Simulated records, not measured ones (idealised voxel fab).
Name of the process module below: voxel self aligned vias
Square cells of 5 nm make up the cross-section cut, whose width is 245 nm.
When this document writes out a cross-section, it uses a grid of square cells and lists it as bands, beginning at the top and moving down, with a band standing for one or more rows of cells. Read a band's entry like this: the first values are the height of its top and the height of its bottom in nm, and what follows is the sequence of materials from left to right, each with its width in nm. Note that "air" is empty space, and that a single material marked "full width" reaches across the band from edge to edge. Below 0: as-received wafer, all one material; heights counted from there. Lowest band: no bottom, goes on down, written "0 down". Width: "30->40" (first number = top row, second number = bottom row, same change from row to row of cells). Where the words "same as before" appear for a step, the cross-section shows no cell changed by that step; every cell remained as before. Look at "Sealed void inventory" for the closed voids: empty spaces with no open path to the top, sized 8 cells or up. Each is width x height at distance, distance from the left edge, all nm. Whatever follows a step's settings on its line is a remark the simulator itself makes about that step. "overlay nm" on a masked step: distance the mask lay right of its planned place, negative for left.

## Below is the list of planned process steps
1. RECEIVE [material Si]
2. CONFORMAL_DEP [material SiO2] [thk nm 10]
3. CONFORMAL_DEP [material SiCN] [thk nm 5]
4. DIRECTIONAL_DEP [material lowk] [thk nm 25]
5. DIRECTIONAL_DEP [material aC] [thk nm 15]
6. PATTERN [tone open] [mask id LINES] [material resist] [width nm 25] [pitch nm 60] [thk nm 35] [overlay nm 0]
7. DIRECTIONAL_ETCH [etch materials aC] [depth nm 15]
8. STRIP [etch materials resist]
9. DIRECTIONAL_ETCH [etch materials lowk] [depth nm 25]
10. STRIP [etch materials aC]
11. CONFORMAL_DEP [material TiN] [thk nm 5]
12. FILL_DEP [material W] [thk nm 5]
13. CMP [height nm 40]
14. SELECTIVE_ETCH [etch materials W Ru TiN] [depth nm 5]
15. FILL_DEP [material SiN] [thk nm 10]
16. CMP [height nm 40]
17. DIRECTIONAL_DEP [material lowk] [thk nm 20]
18. DIRECTIONAL_DEP [material aC] [thk nm 10]
19. PATTERN [tone open] [mask id VIAS] [material resist] [width nm 35] [pitch nm 60] [thk nm 25] [overlay nm 0]
20. DIRECTIONAL_ETCH [etch materials aC] [depth nm 10]
21. STRIP [etch materials resist]
22. DIRECTIONAL_ETCH [etch materials lowk] [depth nm 20]
23. DIRECTIONAL_ETCH [etch materials SiN] [depth nm 5]
24. STRIP [etch materials aC]
25. CONFORMAL_DEP [material TiN] [thk nm 5]
26. FILL_DEP [material Ru] [thk nm 10]
27. CMP [height nm 60]
28. CONFORMAL_DEP [material SiN] [thk nm 5]

## First wafer out of two, processed as planned

## Wafer at receipt (post step 1), cross-section
0 down = Si full width
Sealed void inventory: none

## Wafer xsec, post step 2
10 to 0 = SiO2 full width
Under the height 0 nothing was changed.

## Wafer xsec, post step 3
15 to 10 = SiCN full width
Under the height 10 nothing was changed.

## Wafer xsec, post step 4
40 to 15 = lowk full width
Under the height 15 nothing was changed.

## Wafer xsec, post step 5
55 to 40 = aC full width
Under the height 40 nothing was changed.

## Wafer xsec, post step 6
90 to 55 = 80 resist / 25 air / 35 resist / 25 air / 80 resist
Under the height 55 nothing was changed.

## Wafer xsec, post step 7
75 to 55 = 80 resist / 25 air / 35 resist / 25 air / 80 resist
55 to 40 = 80 aC / 25 air / 35 aC / 25 air / 80 aC
Under the height 40 nothing was changed.

## Wafer xsec, post step 8
55 to 40 = 80 aC / 25 air / 35 aC / 25 air / 80 aC
Under the height 40 nothing was changed.

## Wafer xsec, post step 9
55 to 40 = 80 aC / 25 air / 35 aC / 25 air / 80 aC
40 to 15 = 80 lowk / 25 air / 35 lowk / 25 air / 80 lowk
Under the height 15 nothing was changed.

## Wafer xsec, post step 10
40 to 15 = 80 lowk / 25 air / 35 lowk / 25 air / 80 lowk
Under the height 15 nothing was changed.

## Wafer xsec, post step 11
45 to 40 = 85 TiN / 15 air / 45 TiN / 15 air / 85 TiN
40 to 20 = 80 lowk / 5 TiN / 15 air / 5 TiN / 35 lowk / 5 TiN / 15 air / 5 TiN / 80 lowk
20 to 15 = 80 lowk / 25 TiN / 35 lowk / 25 TiN / 80 lowk
Under the height 15 nothing was changed.

## Wafer xsec, post step 12
50 to 45 = W full width
45 to 40 = 85 TiN / 15 W / 45 TiN / 15 W / 85 TiN
40 to 20 = 80 lowk / 5 TiN / 15 W / 5 TiN / 35 lowk / 5 TiN / 15 W / 5 TiN / 80 lowk
Under the height 20 nothing was changed.

## Wafer xsec, post step 13
40 to 20 = 80 lowk / 5 TiN / 15 W / 5 TiN / 35 lowk / 5 TiN / 15 W / 5 TiN / 80 lowk
Under the height 20 nothing was changed.

## Wafer xsec, post step 14
40 to 35 = 80 lowk / 25 air / 35 lowk / 25 air / 80 lowk
Under the height 35 nothing was changed.

## Wafer xsec, post step 15
50 to 40 = SiN full width
40 to 35 = 80 lowk / 25 SiN / 35 lowk / 25 SiN / 80 lowk
Under the height 35 nothing was changed.

## Wafer xsec, post step 16
40 to 35 = 80 lowk / 25 SiN / 35 lowk / 25 SiN / 80 lowk
Under the height 35 nothing was changed.

## Wafer xsec, post step 17
60 to 40 = lowk full width
Under the height 40 nothing was changed.

## Wafer xsec, post step 18
70 to 60 = aC full width
Under the height 60 nothing was changed.

## Wafer xsec, post step 19
95 to 70 = 75 resist / 35 air / 25 resist / 35 air / 75 resist
Under the height 70 nothing was changed.

## Wafer xsec, post step 20
85 to 70 = 75 resist / 35 air / 25 resist / 35 air / 75 resist
70 to 60 = 75 aC / 35 air / 25 aC / 35 air / 75 aC
Under the height 60 nothing was changed.

## Wafer xsec, post step 21
70 to 60 = 75 aC / 35 air / 25 aC / 35 air / 75 aC
Under the height 60 nothing was changed.

## Wafer xsec, post step 22
70 to 60 = 75 aC / 35 air / 25 aC / 35 air / 75 aC
60 to 40 = 75 lowk / 35 air / 25 lowk / 35 air / 75 lowk
Under the height 40 nothing was changed.

## Wafer xsec, post step 23
70 to 60 = 75 aC / 35 air / 25 aC / 35 air / 75 aC
60 to 40 = 75 lowk / 35 air / 25 lowk / 35 air / 75 lowk
40 to 35 = 80 lowk / 25 air / 35 lowk / 25 air / 80 lowk
Under the height 35 nothing was changed.

## Wafer xsec, post step 24
60 to 40 = 75 lowk / 35 air / 25 lowk / 35 air / 75 lowk
Under the height 40 nothing was changed.

## Wafer xsec, post step 25
65 to 60 = 80 TiN / 25 air / 35 TiN / 25 air / 80 TiN
60 to 45 = 75 lowk / 5 TiN / 25 air / 5 TiN / 25 lowk / 5 TiN / 25 air / 5 TiN / 75 lowk
45 to 40 = 75 lowk / 10 TiN / 15 air / 10 TiN / 25 lowk / 10 TiN / 15 air / 10 TiN / 75 lowk
40 to 35 = 80 lowk / 25 TiN / 35 lowk / 25 TiN / 80 lowk
Under the height 35 nothing was changed.

## Wafer xsec, post step 26
75 to 65 = Ru full width
65 to 60 = 80 TiN / 25 Ru / 35 TiN / 25 Ru / 80 TiN
60 to 45 = 75 lowk / 5 TiN / 25 Ru / 5 TiN / 25 lowk / 5 TiN / 25 Ru / 5 TiN / 75 lowk
45 to 40 = 75 lowk / 10 TiN / 15 Ru / 10 TiN / 25 lowk / 10 TiN / 15 Ru / 10 TiN / 75 lowk
Under the height 40 nothing was changed.

## Wafer xsec, post step 27
60 to 45 = 75 lowk / 5 TiN / 25 Ru / 5 TiN / 25 lowk / 5 TiN / 25 Ru / 5 TiN / 75 lowk
Under the height 45 nothing was changed.

## Wafer xsec, post step 28
65 to 60 = SiN full width
Under the height 60 nothing was changed.

## Wafer two: like wafer one in start and plan, but with one mistake in execution; identical up to and including step 21

## At the planned end of step 22, the second wafer in cross-section
70 to 60 = 75 aC / 35 air / 25 aC / 35 air / 75 aC
60 to 40 = 75 lowk / 35 air / 25 lowk / 35 air / 75 lowk
40 to 35 = 75 lowk / 5 air / 25 SiN / 5 air / 25 lowk / 5 air / 25 SiN / 5 air / 75 lowk
35 to 20 = 75 lowk / 5 air / 5 TiN / 15 W / 5 TiN / 5 air / 25 lowk / 5 air / 5 TiN / 15 W / 5 TiN / 5 air / 75 lowk
Under the height 20 nothing was changed.

## At the planned end of step 23, the second wafer in cross-section
70 to 60 = 75 aC / 35 air / 25 aC / 35 air / 75 aC
60 to 35 = 75 lowk / 35 air / 25 lowk / 35 air / 75 lowk
Under the height 35 nothing was changed.

## At the planned end of step 24, the second wafer in cross-section
60 to 35 = 75 lowk / 35 air / 25 lowk / 35 air / 75 lowk
Under the height 35 nothing was changed.

## At the planned end of step 25, the second wafer in cross-section
65 to 60 = 80 TiN / 25 air / 35 TiN / 25 air / 80 TiN
60 to 40 = 75 lowk / 5 TiN / 25 air / 5 TiN / 25 lowk / 5 TiN / 25 air / 5 TiN / 75 lowk
40 to 35 = 75 lowk / 35 TiN / 25 lowk / 35 TiN / 75 lowk
35 to 20 = 75 lowk / 10 TiN / 15 W / 10 TiN / 25 lowk / 10 TiN / 15 W / 10 TiN / 75 lowk
Under the height 20 nothing was changed.

## At the planned end of step 26, the second wafer in cross-section
75 to 65 = Ru full width
65 to 60 = 80 TiN / 25 Ru / 35 TiN / 25 Ru / 80 TiN
60 to 40 = 75 lowk / 5 TiN / 25 Ru / 5 TiN / 25 lowk / 5 TiN / 25 Ru / 5 TiN / 75 lowk
Under the height 40 nothing was changed.

## At the planned end of step 27, the second wafer in cross-section
60 to 40 = 75 lowk / 5 TiN / 25 Ru / 5 TiN / 25 lowk / 5 TiN / 25 Ru / 5 TiN / 75 lowk
Under the height 40 nothing was changed.

## At the planned end of step 28, the second wafer in cross-section
65 to 60 = SiN full width
Under the height 60 nothing was changed.
Heads up, the wafer didn't run the way we planned it: step 22 of the plan was carried out twice
at the end the second wafer has, in cells: Ru +4 | TiN +12 | lowk -16
